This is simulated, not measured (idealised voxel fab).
This section sets out a process module, namely voxel transistor to metal.
Each square cell in cross-section cut measures 5 nm, and the section as a whole is 185 nm wide.
Cross-section, as written here: a square-cell grid given band by band from the top down, where a band holds one or more rows of cells. Within each band entry, the heights of the top and of the bottom of the band appear first, in that order and in nm; the materials of the band then follow from left to right, each with its corresponding width in nm. The designation "all across" on a single material indicates that it fills the band from edge to edge; the designation "blank" indicates empty space. Convention: height 0 is the level below which the wafer, as received, is all one material. The lowest band does not terminate at the bottom but continues downward, represented as "0..down". Width spec "30..40" -> top row of cells at first value, bottom row at second value, equal per-row change in between. "all unchanged" -> step changed no cross-section cell. Closed-off voids of 8+ cells (no open route to the top) go in "Closed cavities", written width x height at distance from the left edge, in nm. Read whatever lies past the settings on a step's line as the simulator's own remark about the step. A step's line can hold "overlay nm"; with a mask on that step, the setting says how far right of the planned place the mask lay, while a negative setting says it lay to the left.
## Here's what the planned process steps look like
1. op RECEIVE | material Si
2. op CONFORMAL_DEP | material SiO2 | thk nm 5
3. op CONFORMAL_DEP | material SiN | thk nm 15
4. op PATTERN | tone cover | mask id ACTIVE | material resist | width nm 105 | thk nm 15 | overlay nm 0
5. op DIRECTIONAL_ETCH | etch materials SiN | depth nm 15
6. op DIRECTIONAL_ETCH | etch materials SiO2 | depth nm 5
7. op DIRECTIONAL_ETCH | etch materials Si | depth nm 20
8. op STRIP | etch materials resist
9. op FILL_DEP | material SiO2 | thk nm 15
10. op CMP | height nm 20
11. op SELECTIVE_ETCH | etch materials SiO2 | depth nm 10
12. op STRIP | etch materials SiN
13. op SELECTIVE_ETCH | etch materials SiO2 | depth nm 5
14. op OXIDIZE | depth nm 5
15. op DIRECTIONAL_DEP | material polySi | thk nm 25
16. op DIRECTIONAL_DEP | material SiCN | thk nm 10
17. op DIRECTIONAL_DEP | material aC | thk nm 15
18. op PATTERN | tone cover | mask id GATE | material resist | width nm 25 | thk nm 30 | overlay nm 0
19. op DIRECTIONAL_ETCH | etch materials aC | depth nm 15
20. op STRIP | etch materials resist
21. op DIRECTIONAL_ETCH | etch materials SiCN | depth nm 20
22. op DIRECTIONAL_ETCH | etch materials polySi | depth nm 35
23. op STRIP | etch materials aC
24. op CONFORMAL_DEP | material SiO2 | thk nm 5
25. op DIRECTIONAL_ETCH | etch materials SiO2 | depth nm 5
26. op CONFORMAL_DEP | material SiN | thk nm 5
27. op DIRECTIONAL_ETCH | etch materials SiN | depth nm 5
28. op DIRECTIONAL_ETCH | etch materials SiO2 | depth nm 5
29. op DIRECTIONAL_ETCH | etch materials Si | depth nm 5
30. op EPI | material nSi | thk nm 10
31. op FILL_DEP | material SiO2 | thk nm 5
32. op CMP | height nm 25
33. op STRIP | etch materials polySi
34. op SELECTIVE_ETCH | etch materials SiO2 | depth nm 5
35. op CONFORMAL_DEP | material HfO2 | thk nm 5
36. op CONFORMAL_DEP | material TiN | thk nm 5
37. op FILL_DEP | material W | thk nm 10
38. op CMP | height nm 20
39. op DIRECTIONAL_DEP | material SiO2 | thk nm 15
40. op MASKED_ETCH | tone open | mask id CONTACT | width nm 15 | pitch nm 70 | etch materials SiO2 | depth nm 35 | overlay nm 0
41. op CONFORMAL_DEP | material TiN | thk nm 5
42. op FILL_DEP | material Ru | thk nm 10
43. op CMP | height nm 35
44. op CONFORMAL_DEP | material SiCN | thk nm 5
45. op DIRECTIONAL_DEP | material lowk | thk nm 20
46. op MASKED_ETCH | tone open | mask id METAL_1 | width nm 15 | pitch nm 70 | etch materials lowk | depth nm 20 | overlay nm 0
47. op MASKED_ETCH | tone open | mask id METAL_1 | width nm 15 | pitch nm 70 | etch materials SiCN | depth nm 5 | overlay nm 0
48. op CONFORMAL_DEP | material TiN | thk nm 5
49. op FILL_DEP | material Cu | thk nm 5
50. op CMP | height nm 60
51. op EPI | material Ru | thk nm 5
52. op FILL_DEP | material SiCN | thk nm 5
53. op DIRECTIONAL_DEP | material SiO2 | thk nm 30
54. op PATTERN | tone open | mask id METAL_2 | material resist | width nm 15 | pitch nm 70 | thk nm 15 | overlay nm 0
55. op DIRECTIONAL_ETCH | etch materials SiO2 | depth nm 20
56. op STRIP | etch materials resist
57. op MASKED_ETCH | tone open | mask id METAL_2_HOLES | width nm 15 | pitch nm 70 | etch materials SiO2 | depth nm 10 | overlay nm 0
58. op MASKED_ETCH | tone open | mask id METAL_2_HOLES | width nm 15 | pitch nm 70 | etch materials SiCN | depth nm 5 | overlay nm 0
59. op CONFORMAL_DEP | material TiN | thk nm 5
60. op FILL_DEP | material Ru | thk nm 5
61. op CMP | height nm 100
62. op CONFORMAL_DEP | material SiCN | thk nm 5
## Delivered wafer in cross-section: state after step 1
  0..down: Si all across
  Closed cavities: none
## Module complete, cross-section. Starting point and plan per above. One mistake made in running the module
  105..100: SiCN all across
  100..70: 50 nm SiO2  5 nm TiN  5 nm Ru  5 nm TiN  55 nm SiO2  5 nm TiN  5 nm Ru  5 nm TiN  50 nm SiO2
  70..65: 50 nm SiCN  15 nm TiN  55 nm SiCN  15 nm TiN  50 nm SiCN
  65..60: 45 nm SiCN  25 nm Ru  45 nm SiCN  25 nm Ru  45 nm SiCN
  60..40: 50 nm lowk  5 nm TiN  5 nm Cu  5 nm TiN  55 nm lowk  5 nm TiN  5 nm Cu  5 nm TiN  50 nm lowk
  40..35: 50 nm SiCN  15 nm TiN  55 nm SiCN  15 nm TiN  50 nm SiCN
  35..20: 50 nm SiO2  5 nm TiN  5 nm Ru  5 nm TiN  55 nm SiO2  5 nm TiN  5 nm Ru  5 nm TiN  50 nm SiO2
  20..10: 50 nm SiO2  5 nm TiN  5 nm Ru  5 nm TiN  5 nm SiO2  5 nm SiN  5 nm HfO2  5 nm TiN  15 nm W  5 nm TiN  5 nm HfO2  5 nm SiN  5 nm SiO2  5 nm TiN  5 nm Ru  5 nm TiN  50 nm SiO2
  10..5: 50 nm SiO2  15 nm TiN  5 nm SiO2  5 nm SiN  5 nm HfO2  5 nm TiN  15 nm W  5 nm TiN  5 nm HfO2  5 nm SiN  5 nm SiO2  15 nm TiN  50 nm SiO2
  5..0: 40 nm SiO2  5 nm SiN  10 nm nSi  5 nm TiN  10 nm nSi  5 nm SiN  5 nm HfO2  25 nm TiN  5 nm HfO2  5 nm SiN  10 nm nSi  5 nm TiN  10 nm nSi  5 nm SiN  40 nm SiO2
  0..-5: 45 nm SiO2  25 nm nSi  5 nm SiO2  35 nm HfO2  5 nm SiO2  25 nm nSi  45 nm SiO2
  -5..-10: 40 nm SiO2  5 nm Si  25 nm nSi  45 nm Si  25 nm nSi  5 nm Si  40 nm SiO2
  -10..-40: 40 nm SiO2  105 nm Si  40 nm SiO2
  -40..down: Si all across
  Closed cavities: none
Deviation from plan: step 7 of the plan was executed twice over
